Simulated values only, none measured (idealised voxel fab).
Herein follows the process module entitled voxel gate over fins.
Pictured: cross-section cut, 145 nm wide, on a grid of 5 nm square cells.
Heads up, the way a cross-section reads in here is a grid of square cells, handed over as bands from the top down, with every band being one or more rows of cells. Basically the band line says how high the top is and how high the bottom is, in nm, and then what's in it from left to right, every material with its width in nm. Empty space shows up as "empty", and if a single material carries "full width" it runs the full band edge to edge. Counting heights begins at 0, where everything beneath is, in the wafer as received, one material. The lowest band has no bottom; it goes on downwards, as "0..down" shows. Width "30..40": first value at the band's top row of cells, second value at its bottom row, equal change from row to row. Take "identical to before" at face value: in the step it is given for, the cross-section changed in none of its cells. For the entry "Fully closed voids", the listed items are empty spaces with no open way to the top whose size is 8 cells or more; each item follows the pattern width x height at distance, where distance is from the left edge and all three are in nm. What comes after the settings on a step's line is commentary from the simulator itself on that step. A step's line can hold "overlay nm"; with a mask on that step, the setting says how far right of the planned place the mask lay, while a negative setting says it lay to the left.
The planned process steps are enumerated hereunder:
1. RECEIVE with material Si
2. CONFORMAL_DEP with material SiN, thk nm 5
3. PATTERN with tone cover, mask id FINS, material resist, width nm 15, pitch nm 50, thk nm 15, overlay nm 0
4. DIRECTIONAL_ETCH with etch materials SiN, depth nm 5
5. DIRECTIONAL_ETCH with etch materials Si, depth nm 40
6. STRIP with etch materials resist
7. FILL_DEP with material SiO2, thk nm 15
8. CMP with height nm 5
9. PATTERN with tone open, mask id RAIL, material resist, width nm 15, thk nm 15, overlay nm 0
10. DIRECTIONAL_ETCH with etch materials SiO2, depth nm 40
11. STRIP with etch materials resist
12. CONFORMAL_DEP with material TiN, thk nm 5
13. FILL_DEP with material Ru, thk nm 5
14. CMP with height nm 5
15. SELECTIVE_ETCH with etch materials W Ru TiN, depth nm 20
16. FILL_DEP with material SiO2, thk nm 5
17. CMP with height nm 5
18. SELECTIVE_ETCH with etch materials SiO2, depth nm 15
19. STRIP with etch materials SiN
20. CONFORMAL_DEP with material HfO2, thk nm 5
21. CONFORMAL_DEP with material TiN, thk nm 5
22. CONFORMAL_DEP with material TiAl, thk nm 5
23. CONFORMAL_DEP with material TiN, thk nm 5
24. FILL_DEP with material W, thk nm 15
25. CMP with height nm 30
26. CONFORMAL_DEP with material SiN, thk nm 10
Cross-section of the wafer upon arrival, representing the state reached after step 1:
	0..down = Si full width
	Fully closed voids: none
a wafer at the end: this start, this plan, one mistake:
	40..30 = SiN full width
	30..25 = W full width
	25..20 = 20 W; 55 TiN; 70 W
	20..15 = 25 TiN; 45 TiAl; 75 TiN
	15..10 = 30 TiAl; 35 TiN; 30 TiAl; 5 TiN; 45 TiAl
	10..5 = 5 TiAl; 30 TiN; 25 HfO2; 30 TiN; 5 TiAl; 5 TiN; 5 TiAl; 35 TiN; 5 TiAl
	5..0 = 5 TiAl; 5 TiN; 30 HfO2; 5 TiAl; 5 HfO2; 5 TiAl; 30 HfO2; 5 TiN; 15 TiAl; 5 TiN; 25 HfO2; 5 TiN; 5 TiAl
	0..-5 = 10 TiN; 5 HfO2; 15 Si; 10 HfO2; 5 TiAl; 5 HfO2; 5 TiAl; 10 HfO2; 15 Si; 5 HfO2; 25 TiN; 5 HfO2; 15 Si; 5 HfO2; 10 TiN
	-5..-10 = 15 HfO2; 15 Si; 10 HfO2; 5 TiAl; 5 HfO2; 5 TiAl; 10 HfO2; 15 Si; 35 HfO2; 15 Si; 15 HfO2
	-10..-15 = 15 SiO2; 15 Si; 10 SiO2; 5 TiAl; 5 SiO2; 5 TiAl; 10 SiO2; 15 Si; 35 SiO2; 15 Si; 15 SiO2
	-15..-30 = 15 SiO2; 15 Si; 10 SiO2; 5 TiAl; 5 Ru; 5 TiAl; 10 SiO2; 15 Si; 35 SiO2; 15 Si; 15 SiO2
	-30..-35 = 15 SiO2; 15 Si; 10 SiO2; 15 TiAl; 10 SiO2; 15 Si; 35 SiO2; 15 Si; 15 SiO2
	-35..-40 = 15 SiO2; 15 Si; 35 SiO2; 15 Si; 35 SiO2; 15 Si; 15 SiO2
	-40..down = Si full width
	Fully closed voids: none
Here's what went sideways: planned and actual differ for step 12; actual: CONFORMAL_DEP with material TiAl, thk nm 5
